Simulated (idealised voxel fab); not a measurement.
process module | voxel capacitor over wiring
cross-section cut | 280 nm wide | cells 5 nm
A cross-section is a grid of square cells, given in bands from the top down. A band is one or more rows of cells.
Each band's line starts with the height of the band's top and of its bottom, in nm. Then come its materials from left to right, each with its width in nm. One material with "throughout" fills the band from edge to edge. "air" is empty space.
Height 0 is the level under which the wafer as received is all one material. The lowest band goes on downwards, as in "0 down".
A width such as "30 to 40" changes by the same amount from each row of cells to the next, from the band's top row to its bottom row.
"no change" after a step means that no cell of the cross-section changed.
closed voids: empty space of 8 cells or more with no open way to the top, each as width x height at its distance from the left edge, in nm
after a step's settings: what the simulator itself notes on the step
overlay nm, on a step with a mask: how far to the right of its planned place the mask lay; to the left if negative
plan
1 op RECEIVE | material Si
2 op CONFORMAL_DEP | material SiO2 | thk nm 10
3 op DIRECTIONAL_DEP | material TiN | thk nm 5
4 op DIRECTIONAL_DEP | material W | thk nm 20
5 op PATTERN | tone cover | mask id METAL_1 | material resist | width nm 20 | pitch nm 75 | thk nm 15 | overlay nm 0
6 op DIRECTIONAL_ETCH | etch materials W | depth nm 20
7 op DIRECTIONAL_ETCH | etch materials TiN | depth nm 5
8 op STRIP | etch materials resist
9 op FILL_DEP | material lowk | thk nm 5
10 op CMP | height nm 35
11 op CONFORMAL_DEP | material SiCN | thk nm 5
12 op DIRECTIONAL_DEP | material SiO2 | thk nm 20
13 op DIRECTIONAL_DEP | material aC | thk nm 15
14 op PATTERN | tone open | mask id PLUG_1 | material resist | width nm 15 | thk nm 35 | overlay nm 0
15 op DIRECTIONAL_ETCH | etch materials aC | depth nm 15
16 op STRIP | etch materials resist
17 op DIRECTIONAL_ETCH | etch materials SiO2 | depth nm 20
18 op DIRECTIONAL_ETCH | etch materials SiCN | depth nm 5
19 op STRIP | etch materials aC
20 op EPI | material Ru | thk nm 10
21 op EPI | material Ru | thk nm 10
22 op EPI | material Ru | thk nm 5
23 op DIRECTIONAL_DEP | material TiN | thk nm 5
24 op DIRECTIONAL_DEP | material SiN | thk nm 5
25 op DIRECTIONAL_DEP | material TiN | thk nm 5
26 op PATTERN | tone cover | mask id UPPER_PLATE | material resist | width nm 60 | thk nm 20 | overlay nm 0
27 op DIRECTIONAL_ETCH | etch materials TiN | depth nm 5
28 op DIRECTIONAL_ETCH | etch materials SiN | depth nm 5
29 op STRIP | etch materials resist
30 op MASKED_ETCH | tone cover | mask id LOWER_PLATE | width nm 70 | etch materials TiN | depth nm 5 | overlay nm 0
31 op FILL_DEP | material SiO2 | thk nm 15
32 op CMP | height nm 85
33 op MASKED_ETCH | tone open | mask id PLUG_2 | width nm 15 | etch materials SiO2 | depth nm 10 | overlay nm 0
34 op CONFORMAL_DEP | material TiN | thk nm 5
35 op FILL_DEP | material Cu | thk nm 5
36 op CMP | height nm 85
37 op CONFORMAL_DEP | material SiCN | thk nm 5
first wafer, as planned
as received, after step 1
  0 down: Si throughout
  closed voids: none
after step 2
  10 to 0: SiO2 throughout
  below 0: unchanged
after step 3
  15 to 10: TiN throughout
  below 10: unchanged
after step 4
  35 to 15: W throughout
  below 15: unchanged
after step 5
  50 to 35: air 90 | resist 20 | air 55 | resist 20 | air 95
  below 35: unchanged
after step 6
  50 to 35: air 90 | resist 20 | air 55 | resist 20 | air 95
  35 to 15: air 90 | W 20 | air 55 | W 20 | air 95
  below 15: unchanged
after step 7
  50 to 35: air 90 | resist 20 | air 55 | resist 20 | air 95
  35 to 15: air 90 | W 20 | air 55 | W 20 | air 95
  15 to 10: air 90 | TiN 20 | air 55 | TiN 20 | air 95
  below 10: unchanged
after step 8
  35 to 15: air 90 | W 20 | air 55 | W 20 | air 95
  below 15: unchanged
after step 9
  40 to 35: lowk throughout
  35 to 15: lowk 90 | W 20 | lowk 55 | W 20 | lowk 95
  15 to 10: lowk 90 | TiN 20 | lowk 55 | TiN 20 | lowk 95
  below 10: unchanged
after step 10
  35 to 15: lowk 90 | W 20 | lowk 55 | W 20 | lowk 95
  below 15: unchanged
after step 11
  40 to 35: SiCN throughout
  below 35: unchanged
after step 12
  60 to 40: SiO2 throughout
  below 40: unchanged
after step 13
  75 to 60: aC throughout
  below 60: unchanged
after step 14
  110 to 75: resist 95 | air 15 | resist 170
  below 75: unchanged
after step 15
  95 to 75: resist 95 | air 15 | resist 170
  75 to 60: aC 95 | air 15 | aC 170
  below 60: unchanged
after step 16
  75 to 60: aC 95 | air 15 | aC 170
  below 60: unchanged
after step 17
  75 to 60: aC 95 | air 15 | aC 170
  60 to 40: SiO2 95 | air 15 | SiO2 170
  below 40: unchanged
after step 18
  75 to 60: aC 95 | air 15 | aC 170
  60 to 40: SiO2 95 | air 15 | SiO2 170
  40 to 35: SiCN 95 | air 15 | SiCN 170
  below 35: unchanged
after step 19
  60 to 40: SiO2 95 | air 15 | SiO2 170
  below 40: unchanged
after step 20
  60 to 45: SiO2 95 | air 15 | SiO2 170
  45 to 40: SiO2 95 | Ru 15 | SiO2 170
  40 to 35: SiCN 95 | Ru 15 | SiCN 170
  below 35: unchanged
after step 21
  60 to 55: SiO2 95 | air 15 | SiO2 170
  55 to 40: SiO2 95 | Ru 15 | SiO2 170
  below 40: unchanged
after step 22
  60 to 40: SiO2 95 | Ru 15 | SiO2 170
  below 40: unchanged
after step 23
  65 to 60: TiN throughout
  below 60: unchanged
after step 24
  70 to 65: SiN throughout
  below 65: unchanged
after step 25
  75 to 70: TiN throughout
  below 70: unchanged
after step 26
  95 to 75: air 95 | resist 60 | air 125
  below 75: unchanged
after step 27
  95 to 75: air 95 | resist 60 | air 125
  75 to 70: air 95 | TiN 60 | air 125
  below 70: unchanged
after step 28
  95 to 75: air 95 | resist 60 | air 125
  75 to 70: air 95 | TiN 60 | air 125
  70 to 65: air 95 | SiN 60 | air 125
  below 65: unchanged
after step 29
  75 to 70: air 95 | TiN 60 | air 125
  below 70: unchanged
after step 30
  75 to 70: air 95 | TiN 60 | air 125
  70 to 65: air 95 | SiN 60 | air 125
  65 to 60: air 90 | TiN 70 | air 120
  below 60: unchanged
after step 31
  90 to 75: SiO2 throughout
  75 to 70: SiO2 95 | TiN 60 | SiO2 125
  70 to 65: SiO2 95 | SiN 60 | SiO2 125
  65 to 60: SiO2 90 | TiN 70 | SiO2 120
  below 60: unchanged
after step 32
  85 to 75: SiO2 throughout
  below 75: unchanged
after step 33
  85 to 75: SiO2 105 | air 15 | SiO2 160
  below 75: unchanged
after step 34
  90 to 85: TiN 110 | air 5 | TiN 165
  85 to 80: SiO2 105 | TiN 5 | air 5 | TiN 5 | SiO2 160
  80 to 70: SiO2 105 to 95 | TiN 15 to 60 | SiO2 160 to 125
  below 70: unchanged
after step 35
  95 to 90: Cu throughout
  90 to 85: TiN 110 | Cu 5 | TiN 165
  85 to 80: SiO2 105 | TiN 5 | Cu 5 | TiN 5 | SiO2 160
  below 80: unchanged
after step 36
  85 to 80: SiO2 105 | TiN 5 | Cu 5 | TiN 5 | SiO2 160
  below 80: unchanged
after step 37
  90 to 85: SiCN throughout
  below 85: unchanged
second wafer: like start, like plan, one mistake. Through step 13 it matches the first wafer
when step 14 should have ended
  110 to 75: air 95 | resist 15 | air 170
  below 75: unchanged
when step 15 should have ended
  95 to 75: air 95 | resist 15 | air 170
  75 to 60: air 95 | aC 15 | air 170
  below 60: unchanged
when step 16 should have ended
  75 to 60: air 95 | aC 15 | air 170
  below 60: unchanged
when step 17 should have ended
  75 to 60: air 95 | aC 15 | air 170
  60 to 40: air 95 | SiO2 15 | air 170
  below 40: unchanged
when step 18 should have ended
  75 to 60: air 95 | aC 15 | air 170
  60 to 40: air 95 | SiO2 15 | air 170
  40 to 35: air 95 | SiCN 15 | air 170
  below 35: unchanged
when step 19 should have ended
  60 to 40: air 95 | SiO2 15 | air 170
  below 40: unchanged
when step 20 should have ended
  60 to 45: air 95 | SiO2 15 | air 170
  45 to 40: air 80 | Ru 15 | SiO2 15 | air 45 | Ru 40 | air 85
  40 to 35: air 80 | Ru 15 | SiCN 15 | air 45 | Ru 40 | air 85
  below 35: unchanged
when step 21 should have ended
  60 to 55: air 95 | SiO2 15 | air 170
  55 to 40: air 70 | Ru 25 | SiO2 15 | air 35 | Ru 60 | air 75
  40 to 35: air 70 | Ru 25 | SiCN 15 | air 35 | Ru 60 | air 75
  below 35: unchanged
when step 22 should have ended
  60 to 40: air 65 | Ru 30 | SiO2 15 | air 30 | Ru 70 | air 70
  40 to 35: air 65 | Ru 30 | SiCN 15 | air 30 | Ru 70 | air 70
  below 35: unchanged
when step 23 should have ended
  65 to 60: air 65 | TiN 45 | air 30 | TiN 70 | air 70
  60 to 40: air 65 | Ru 30 | SiO2 15 | air 30 | Ru 70 | air 70
  40 to 35: TiN 65 | Ru 30 | SiCN 15 | TiN 30 | Ru 70 | TiN 70
  below 35: unchanged
when step 24 should have ended
  70 to 65: air 65 | SiN 45 | air 30 | SiN 70 | air 70
  65 to 60: air 65 | TiN 45 | air 30 | TiN 70 | air 70
  60 to 45: air 65 | Ru 30 | SiO2 15 | air 30 | Ru 70 | air 70
  45 to 40: SiN 65 | Ru 30 | SiO2 15 | SiN 30 | Ru 70 | SiN 70
  below 40: unchanged
when step 25 should have ended
  75 to 70: air 65 | TiN 45 | air 30 | TiN 70 | air 70
  70 to 65: air 65 | SiN 45 | air 30 | SiN 70 | air 70
  65 to 60: air 65 | TiN 45 | air 30 | TiN 70 | air 70
  60 to 50: air 65 | Ru 30 | SiO2 15 | air 30 | Ru 70 | air 70
  50 to 45: TiN 65 | Ru 30 | SiO2 15 | TiN 30 | Ru 70 | TiN 70
  below 45: unchanged
when step 26 should have ended
  95 to 75: air 95 | resist 60 | air 125
  75 to 70: air 65 | TiN 45 | resist 30 | TiN 70 | air 70
  70 to 65: air 65 | SiN 45 | resist 30 | SiN 70 | air 70
  65 to 60: air 65 | TiN 45 | resist 30 | TiN 70 | air 70
  60 to 50: air 65 | Ru 30 | SiO2 15 | resist 30 | Ru 70 | air 70
  below 50: unchanged
when step 27 should have ended
  95 to 75: air 95 | resist 60 | air 125
  75 to 70: air 95 | TiN 15 | resist 30 | TiN 15 | air 125
  70 to 65: air 65 | SiN 45 | resist 30 | SiN 70 | air 70
  65 to 60: air 65 | TiN 45 | resist 30 | TiN 70 | air 70
  60 to 50: air 65 | Ru 30 | SiO2 15 | resist 30 | Ru 70 | air 70
  50 to 45: air 65 | Ru 30 | SiO2 15 | TiN 30 | Ru 70 | air 70
  below 45: unchanged
when step 28 should have ended
  95 to 75: air 95 | resist 60 | air 125
  75 to 70: air 95 | TiN 15 | resist 30 | TiN 15 | air 125
  70 to 65: air 95 | SiN 15 | resist 30 | SiN 15 | air 125
  65 to 60: air 65 | TiN 45 | resist 30 | TiN 70 | air 70
  60 to 50: air 65 | Ru 30 | SiO2 15 | resist 30 | Ru 70 | air 70
  50 to 45: air 65 | Ru 30 | SiO2 15 | TiN 30 | Ru 70 | air 70
  45 to 40: air 65 | Ru 30 | SiO2 15 | SiN 30 | Ru 70 | air 70
  below 40: unchanged
when step 29 should have ended
  75 to 70: air 95 | TiN 15 | air 30 | TiN 15 | air 125
  70 to 65: air 95 | SiN 15 | air 30 | SiN 15 | air 125
  65 to 60: air 65 | TiN 45 | air 30 | TiN 70 | air 70
  60 to 50: air 65 | Ru 30 | SiO2 15 | air 30 | Ru 70 | air 70
  below 50: unchanged
when step 30 should have ended
  75 to 70: air 95 | TiN 15 | air 30 | TiN 15 | air 125
  70 to 65: air 95 | SiN 15 | air 30 | SiN 15 | air 125
  65 to 60: air 90 | TiN 20 | air 30 | TiN 20 | air 120
  60 to 50: air 65 | Ru 30 | SiO2 15 | air 30 | Ru 70 | air 70
  50 to 45: air 65 | Ru 30 | SiO2 15 | TiN 30 | Ru 70 | air 70
  45 to 40: air 65 | Ru 30 | SiO2 15 | SiN 30 | Ru 70 | air 70
  40 to 35: air 65 | Ru 30 | SiCN 15 | TiN 30 | Ru 70 | air 70
  below 35: unchanged
when step 31 should have ended
  90 to 75: SiO2 throughout
  75 to 70: SiO2 95 | TiN 15 | SiO2 30 | TiN 15 | SiO2 125
  70 to 65: SiO2 95 | SiN 15 | SiO2 30 | SiN 15 | SiO2 125
  65 to 60: SiO2 90 | TiN 20 | SiO2 30 | TiN 20 | SiO2 120
  60 to 50: SiO2 65 | Ru 30 | SiO2 45 | Ru 70 | SiO2 70
  50 to 45: SiO2 65 | Ru 30 | SiO2 15 | TiN 30 | Ru 70 | SiO2 70
  45 to 40: SiO2 65 | Ru 30 | SiO2 15 | SiN 30 | Ru 70 | SiO2 70
  40 to 35: SiO2 65 | Ru 30 | SiCN 15 | TiN 30 | Ru 70 | SiO2 70
  below 35: unchanged
when step 32 should have ended
  85 to 75: SiO2 throughout
  below 75: unchanged
when step 33 should have ended
  85 to 75: SiO2 105 | air 15 | SiO2 160
  below 75: unchanged
when step 34 should have ended
  90 to 85: TiN 110 | air 5 | TiN 165
  85 to 80: SiO2 105 | TiN 5 | air 5 | TiN 5 | SiO2 160
  80 to 75: SiO2 105 | TiN 15 | SiO2 160
  below 75: unchanged
when step 35 should have ended
  95 to 90: Cu throughout
  90 to 85: TiN 110 | Cu 5 | TiN 165
  85 to 80: SiO2 105 | TiN 5 | Cu 5 | TiN 5 | SiO2 160
  below 80: unchanged
when step 36 should have ended
  85 to 80: SiO2 105 | TiN 5 | Cu 5 | TiN 5 | SiO2 160
  below 80: unchanged
when step 37 should have ended
  90 to 85: SiCN throughout
  below 85: unchanged
what went wrong: step 14 ran as: op PATTERN | tone cover | mask id PLUG_1 | material resist | width nm 15 | thk nm 35 | overlay nm 0
at the end the second wafer has, in cells: 85 more of Ru | 50 fewer of SiCN | 35 fewer of SiO2
